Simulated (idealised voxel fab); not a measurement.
process module | voxel self aligned contacts
cross-section cut | 280 nm wide | cells 5 nm
A cross-section is a grid of square cells, given in bands from the top down. A band is one or more rows of cells.
Each band's line starts with the height of the band's top and of its bottom, in nm. Then come its materials from left to right, each with its width in nm. One material with "throughout" fills the band from edge to edge. "air" is empty space.
Height 0 is the level under which the wafer as received is all one material. The lowest band goes on downwards, as in "0 down".
A width such as "30 to 40" changes by the same amount from each row of cells to the next, from the band's top row to its bottom row.
"no change" after a step means that no cell of the cross-section changed.
closed voids: empty space of 8 cells or more with no open way to the top, each as width x height at its distance from the left edge, in nm
after a step's settings: what the simulator itself notes on the step
overlay nm, on a step with a mask: how far to the right of its planned place the mask lay; to the left if negative
plan
1 op RECEIVE | material Si
2 op OXIDIZE | depth nm 5
3 op DIRECTIONAL_DEP | material polySi | thk nm 25
4 op DIRECTIONAL_DEP | material SiN | thk nm 20
5 op MASKED_ETCH | tone cover | mask id GATE | width nm 30 | pitch nm 65 | etch materials SiN | depth nm 20 | overlay nm 0
6 op MASKED_ETCH | tone cover | mask id GATE | width nm 30 | pitch nm 65 | etch materials polySi | depth nm 25 | overlay nm 0
7 op CONFORMAL_DEP | material SiN | thk nm 10
8 op DIRECTIONAL_ETCH | etch materials SiN | depth nm 10
9 op FILL_DEP | material SiO2 | thk nm 10
10 op CMP | height nm 50
11 op PATTERN | tone open | mask id CONTACT | material resist | width nm 45 | pitch nm 65 | thk nm 15 | overlay nm 0
12 op DIRECTIONAL_ETCH | etch materials SiO2 | depth nm 55
13 op STRIP | etch materials resist
14 op CONFORMAL_DEP | material TiN | thk nm 5
15 op FILL_DEP | material W | thk nm 5
16 op CMP | height nm 50
17 op CONFORMAL_DEP | material SiCN | thk nm 5
as received, after step 1
  0 down: Si throughout
  closed voids: none
first wafer at the end, as planned
  55 to 50: SiCN throughout
  50 to 45: SiO2 85 | TiN 20 | W 5 | TiN 20 | SiO2 20 | TiN 20 | W 5 | TiN 20 | SiO2 85
  45 to 25: SiO2 50 | SiN 50 | TiN 5 | W 5 | TiN 5 | SiN 50 | TiN 5 | W 5 | TiN 5 | SiN 50 | SiO2 50
  25 to 0: SiO2 50 | SiN 10 | polySi 30 | SiN 10 | TiN 5 | W 5 | TiN 5 | SiN 10 | polySi 30 | SiN 10 | TiN 5 | W 5 | TiN 5 | SiN 10 | polySi 30 | SiN 10 | SiO2 50
  0 to -5: SiO2 100 | TiN 15 | SiO2 50 | TiN 15 | SiO2 100
  -5 down: Si throughout
  closed voids: none
second wafer at the end: like start, like plan, one mistake
  55 to 50: SiCN throughout
  50 to 45: SiO2 50 | SiN 50 | TiN 15 | SiN 50 | TiN 15 | SiN 50 | SiO2 50
  45 to 25: SiN throughout
  25 to 0: polySi throughout
  0 to -5: SiO2 throughout
  -5 down: Si throughout
  closed voids: none
what went wrong: step 4 was run twice
at the end the second wafer has, in cells: 74 more of SiN | 192 fewer of SiO2 | 52 fewer of TiN | 20 fewer of W | 190 more of polySi
